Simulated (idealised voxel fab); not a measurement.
The following is a process module called voxel self aligned contacts.
Pictured: cross-section cut, 180 nm wide, on a grid of 5 nm square cells.
Cross-section, as written here: a square-cell grid given band by band from the top down, where a band holds one or more rows of cells. First you get the band's top height and its bottom height, in nm, and then the materials it's made of, left to right, with each width in nm. If you see a single material with "edge to edge", that one covers the band edge to edge. "air" is empty space. Basically, 0 is our baseline, since under it the wafer straight out of the box is all one material. The bottom band has no lower end and keeps on going down, so it looks like "from 0 down". Quick explanation for "30..40": the width changes in equal steps down the rows of cells, from the first number in the band's top row to the second number in its bottom row. Take "identical to before" at face value: in the step it is given for, the cross-section changed in none of its cells. In the "Enclosed void catalog" entry, you get each enclosed empty space of 8 cells or more, one with no open way to the top, written width x height at distance, distance from the left edge, in nm. On a step's line, text after the settings is the simulator commenting on that step. "overlay nm" denotes, for a step that has a mask, the displacement of the mask to the right of its planned place, with negative values corresponding to the left.

THE STEPS PLANNED FOR THE PROCESS ARE AS FOLLOWS
1: RECEIVE with material Si
2: CONFORMAL_DEP with material SiO2, thk nm 5
3: DIRECTIONAL_DEP with material polySi, thk nm 25
4: DIRECTIONAL_DEP with material SiN, thk nm 20
5: PATTERN with tone cover, mask id GATE, material resist, width nm 25, pitch nm 65, thk nm 20, overlay nm 0
6: DIRECTIONAL_ETCH with etch materials SiN, depth nm 20
7: DIRECTIONAL_ETCH with etch materials polySi, depth nm 25
8: STRIP with etch materials resist
9: CONFORMAL_DEP with material SiN, thk nm 10
10: DIRECTIONAL_ETCH with etch materials SiN, depth nm 10
11: FILL_DEP with material SiO2, thk nm 20
12: CMP with height nm 60
13: PATTERN with tone open, mask id CONTACT, material resist, width nm 50, thk nm 15, overlay nm 0
14: DIRECTIONAL_ETCH with etch materials SiO2, depth nm 60
15: STRIP with etch materials resist
16: CONFORMAL_DEP with material TiN, thk nm 5
17: FILL_DEP with material Ru, thk nm 5
18: CMP with height nm 60
19: CONFORMAL_DEP with material SiCN, thk nm 5

FIRST OF TWO WAFERS, WITH THE RUN CARRIED OUT AS PLANNED

WAFER CROSS-SECTION ON RECEIPT, I.E. AFTER STEP 1
> from 0 down: Si edge to edge
> Enclosed void catalog: none

THE WAFER IN CROSS-SECTION ONCE STEP 2 IS COMPLETE
> from 5 to 0: SiO2 edge to edge
> Everything below 0 is unchanged.

THE WAFER IN CROSS-SECTION ONCE STEP 3 IS COMPLETE
> from 30 to 5: polySi edge to edge
> Everything below 5 is unchanged.

THE WAFER IN CROSS-SECTION ONCE STEP 4 IS COMPLETE
> from 50 to 30: SiN edge to edge
> Everything below 30 is unchanged.

THE WAFER IN CROSS-SECTION ONCE STEP 5 IS COMPLETE
> from 70 to 50: 45 air / 25 resist / 40 air / 25 resist / 45 air
> Everything below 50 is unchanged.

THE WAFER IN CROSS-SECTION ONCE STEP 6 IS COMPLETE
> from 70 to 50: 45 air / 25 resist / 40 air / 25 resist / 45 air
> from 50 to 30: 45 air / 25 SiN / 40 air / 25 SiN / 45 air
> Everything below 30 is unchanged.

THE WAFER IN CROSS-SECTION ONCE STEP 7 IS COMPLETE
> from 70 to 50: 45 air / 25 resist / 40 air / 25 resist / 45 air
> from 50 to 30: 45 air / 25 SiN / 40 air / 25 SiN / 45 air
> from 30 to 5: 45 air / 25 polySi / 40 air / 25 polySi / 45 air
> Everything below 5 is unchanged.

THE WAFER IN CROSS-SECTION ONCE STEP 8 IS COMPLETE
> from 50 to 30: 45 air / 25 SiN / 40 air / 25 SiN / 45 air
> Everything below 30 is unchanged.

THE WAFER IN CROSS-SECTION ONCE STEP 9 IS COMPLETE
> from 60 to 30: 35 air / 45 SiN / 20 air / 45 SiN / 35 air
> from 30 to 15: 35 air / 10 SiN / 25 polySi / 10 SiN / 20 air / 10 SiN / 25 polySi / 10 SiN / 35 air
> from 15 to 5: 45 SiN / 25 polySi / 40 SiN / 25 polySi / 45 SiN
> Everything below 5 is unchanged.

THE WAFER IN CROSS-SECTION ONCE STEP 10 IS COMPLETE
> from 50 to 30: 35 air / 45 SiN / 20 air / 45 SiN / 35 air
> from 30 to 5: 35 air / 10 SiN / 25 polySi / 10 SiN / 20 air / 10 SiN / 25 polySi / 10 SiN / 35 air
> Everything below 5 is unchanged.

THE WAFER IN CROSS-SECTION ONCE STEP 11 IS COMPLETE
> from 70 to 50: SiO2 edge to edge
> from 50 to 30: 35 SiO2 / 45 SiN / 20 SiO2 / 45 SiN / 35 SiO2
> from 30 to 5: 35 SiO2 / 10 SiN / 25 polySi / 10 SiN / 20 SiO2 / 10 SiN / 25 polySi / 10 SiN / 35 SiO2
> Everything below 5 is unchanged.

THE WAFER IN CROSS-SECTION ONCE STEP 12 IS COMPLETE
> from 60 to 50: SiO2 edge to edge
> Everything below 50 is unchanged.

THE WAFER IN CROSS-SECTION ONCE STEP 13 IS COMPLETE
> from 75 to 60: 65 resist / 50 air / 65 resist
> Everything below 60 is unchanged.

THE WAFER IN CROSS-SECTION ONCE STEP 14 IS COMPLETE
> from 75 to 60: 65 resist / 50 air / 65 resist
> from 60 to 50: 65 SiO2 / 50 air / 65 SiO2
> from 50 to 30: 35 SiO2 / 45 SiN / 20 air / 45 SiN / 35 SiO2
> from 30 to 5: 35 SiO2 / 10 SiN / 25 polySi / 10 SiN / 20 air / 10 SiN / 25 polySi / 10 SiN / 35 SiO2
> from 5 to 0: 80 SiO2 / 20 air / 80 SiO2
> Everything below 0 is unchanged.

THE WAFER IN CROSS-SECTION ONCE STEP 15 IS COMPLETE
> from 60 to 50: 65 SiO2 / 50 air / 65 SiO2
> Everything below 50 is unchanged.

THE WAFER IN CROSS-SECTION ONCE STEP 16 IS COMPLETE
> from 65 to 60: 70 TiN / 40 air / 70 TiN
> from 60 to 50: 65 SiO2 / 5..20 TiN / 40..10 air / 5..20 TiN / 65 SiO2
> from 50 to 30: 35 SiO2 / 45 SiN / 5 TiN / 10 air / 5 TiN / 45 SiN / 35 SiO2
> from 30 to 5: 35 SiO2 / 10 SiN / 25 polySi / 10 SiN / 5 TiN / 10 air / 5 TiN / 10 SiN / 25 polySi / 10 SiN / 35 SiO2
> from 5 to 0: 80 SiO2 / 20 TiN / 80 SiO2
> Everything below 0 is unchanged.

THE WAFER IN CROSS-SECTION ONCE STEP 17 IS COMPLETE
> from 70 to 65: Ru edge to edge
> from 65 to 60: 70 TiN / 40 Ru / 70 TiN
> from 60 to 50: 65 SiO2 / 5..20 TiN / 40..10 Ru / 5..20 TiN / 65 SiO2
> from 50 to 30: 35 SiO2 / 45 SiN / 5 TiN / 10 Ru / 5 TiN / 45 SiN / 35 SiO2
> from 30 to 5: 35 SiO2 / 10 SiN / 25 polySi / 10 SiN / 5 TiN / 10 Ru / 5 TiN / 10 SiN / 25 polySi / 10 SiN / 35 SiO2
> Everything below 5 is unchanged.

THE WAFER IN CROSS-SECTION ONCE STEP 18 IS COMPLETE
> from 60 to 50: 65 SiO2 / 5..20 TiN / 40..10 Ru / 5..20 TiN / 65 SiO2
> Everything below 50 is unchanged.

THE WAFER IN CROSS-SECTION ONCE STEP 19 IS COMPLETE
> from 65 to 60: SiCN edge to edge
> Everything below 60 is unchanged.

THE SECOND WAFER WAS PREPARED FROM THE SAME STARTING POINT AND UNDER THE SAME PLAN AS THE FIRST; ITS PROCESSING CONTAINED ONE MISTAKE, AND IT REMAINS INDISTINGUISHABLE FROM THE FIRST WAFER UP TO AND INCLUDING STEP 1

PLANNED END OF STEP 2: SECOND WAFER, CROSS-SECTION
> from 5 to 0: SiN edge to edge
> Everything below 0 is unchanged.

PLANNED END OF STEP 3: SECOND WAFER, CROSS-SECTION
> from 30 to 5: polySi edge to edge
> Everything below 5 is unchanged.

PLANNED END OF STEP 4: SECOND WAFER, CROSS-SECTION
> from 50 to 30: SiN edge to edge
> Everything below 30 is unchanged.

PLANNED END OF STEP 5: SECOND WAFER, CROSS-SECTION
> from 70 to 50: 45 air / 25 resist / 40 air / 25 resist / 45 air
> Everything below 50 is unchanged.

PLANNED END OF STEP 6: SECOND WAFER, CROSS-SECTION
> from 70 to 50: 45 air / 25 resist / 40 air / 25 resist / 45 air
> from 50 to 30: 45 air / 25 SiN / 40 air / 25 SiN / 45 air
> Everything below 30 is unchanged.

PLANNED END OF STEP 7: SECOND WAFER, CROSS-SECTION
> from 70 to 50: 45 air / 25 resist / 40 air / 25 resist / 45 air
> from 50 to 30: 45 air / 25 SiN / 40 air / 25 SiN / 45 air
> from 30 to 5: 45 air / 25 polySi / 40 air / 25 polySi / 45 air
> Everything below 5 is unchanged.

PLANNED END OF STEP 8: SECOND WAFER, CROSS-SECTION
> from 50 to 30: 45 air / 25 SiN / 40 air / 25 SiN / 45 air
> Everything below 30 is unchanged.

PLANNED END OF STEP 9: SECOND WAFER, CROSS-SECTION
> from 60 to 30: 35 air / 45 SiN / 20 air / 45 SiN / 35 air
> from 30 to 15: 35 air / 10 SiN / 25 polySi / 10 SiN / 20 air / 10 SiN / 25 polySi / 10 SiN / 35 air
> from 15 to 5: 45 SiN / 25 polySi / 40 SiN / 25 polySi / 45 SiN
> Everything below 5 is unchanged.

PLANNED END OF STEP 10: SECOND WAFER, CROSS-SECTION
> from 50 to 30: 35 air / 45 SiN / 20 air / 45 SiN / 35 air
> from 30 to 5: 35 air / 10 SiN / 25 polySi / 10 SiN / 20 air / 10 SiN / 25 polySi / 10 SiN / 35 air
> Everything below 5 is unchanged.

PLANNED END OF STEP 11: SECOND WAFER, CROSS-SECTION
> from 70 to 50: SiO2 edge to edge
> from 50 to 30: 35 SiO2 / 45 SiN / 20 SiO2 / 45 SiN / 35 SiO2
> from 30 to 5: 35 SiO2 / 10 SiN / 25 polySi / 10 SiN / 20 SiO2 / 10 SiN / 25 polySi / 10 SiN / 35 SiO2
> Everything below 5 is unchanged.

PLANNED END OF STEP 12: SECOND WAFER, CROSS-SECTION
> from 60 to 50: SiO2 edge to edge
> Everything below 50 is unchanged.

PLANNED END OF STEP 13: SECOND WAFER, CROSS-SECTION
> from 75 to 60: 65 resist / 50 air / 65 resist
> Everything below 60 is unchanged.

PLANNED END OF STEP 14: SECOND WAFER, CROSS-SECTION
> from 75 to 60: 65 resist / 50 air / 65 resist
> from 60 to 50: 65 SiO2 / 50 air / 65 SiO2
> from 50 to 30: 35 SiO2 / 45 SiN / 20 air / 45 SiN / 35 SiO2
> from 30 to 5: 35 SiO2 / 10 SiN / 25 polySi / 10 SiN / 20 air / 10 SiN / 25 polySi / 10 SiN / 35 SiO2
> Everything below 5 is unchanged.

PLANNED END OF STEP 15: SECOND WAFER, CROSS-SECTION
> from 60 to 50: 65 SiO2 / 50 air / 65 SiO2
> Everything below 50 is unchanged.

PLANNED END OF STEP 16: SECOND WAFER, CROSS-SECTION
> from 65 to 60: 70 TiN / 40 air / 70 TiN
> from 60 to 50: 65 SiO2 / 5..20 TiN / 40..10 air / 5..20 TiN / 65 SiO2
> from 50 to 30: 35 SiO2 / 45 SiN / 5 TiN / 10 air / 5 TiN / 45 SiN / 35 SiO2
> from 30 to 10: 35 SiO2 / 10 SiN / 25 polySi / 10 SiN / 5 TiN / 10 air / 5 TiN / 10 SiN / 25 polySi / 10 SiN / 35 SiO2
> from 10 to 5: 35 SiO2 / 10 SiN / 25 polySi / 10 SiN / 20 TiN / 10 SiN / 25 polySi / 10 SiN / 35 SiO2
> Everything below 5 is unchanged.

PLANNED END OF STEP 17: SECOND WAFER, CROSS-SECTION
> from 70 to 65: Ru edge to edge
> from 65 to 60: 70 TiN / 40 Ru / 70 TiN
> from 60 to 50: 65 SiO2 / 5..20 TiN / 40..10 Ru / 5..20 TiN / 65 SiO2
> from 50 to 30: 35 SiO2 / 45 SiN / 5 TiN / 10 Ru / 5 TiN / 45 SiN / 35 SiO2
> from 30 to 10: 35 SiO2 / 10 SiN / 25 polySi / 10 SiN / 5 TiN / 10 Ru / 5 TiN / 10 SiN / 25 polySi / 10 SiN / 35 SiO2
> Everything below 10 is unchanged.

PLANNED END OF STEP 18: SECOND WAFER, CROSS-SECTION
> from 60 to 50: 65 SiO2 / 5..20 TiN / 40..10 Ru / 5..20 TiN / 65 SiO2
> Everything below 50 is unchanged.

PLANNED END OF STEP 19: SECOND WAFER, CROSS-SECTION
> from 65 to 60: SiCN edge to edge
> Everything below 60 is unchanged.
Want to know what went wrong? contrary to plan, step 2 was performed as CONFORMAL_DEP with material SiN, thk nm 5
Per the end-of-run cell counts, the second wafer holds more or fewer of some materials than the first: -2 Ru | +36 SiN | -32 SiO2 | -2 TiN
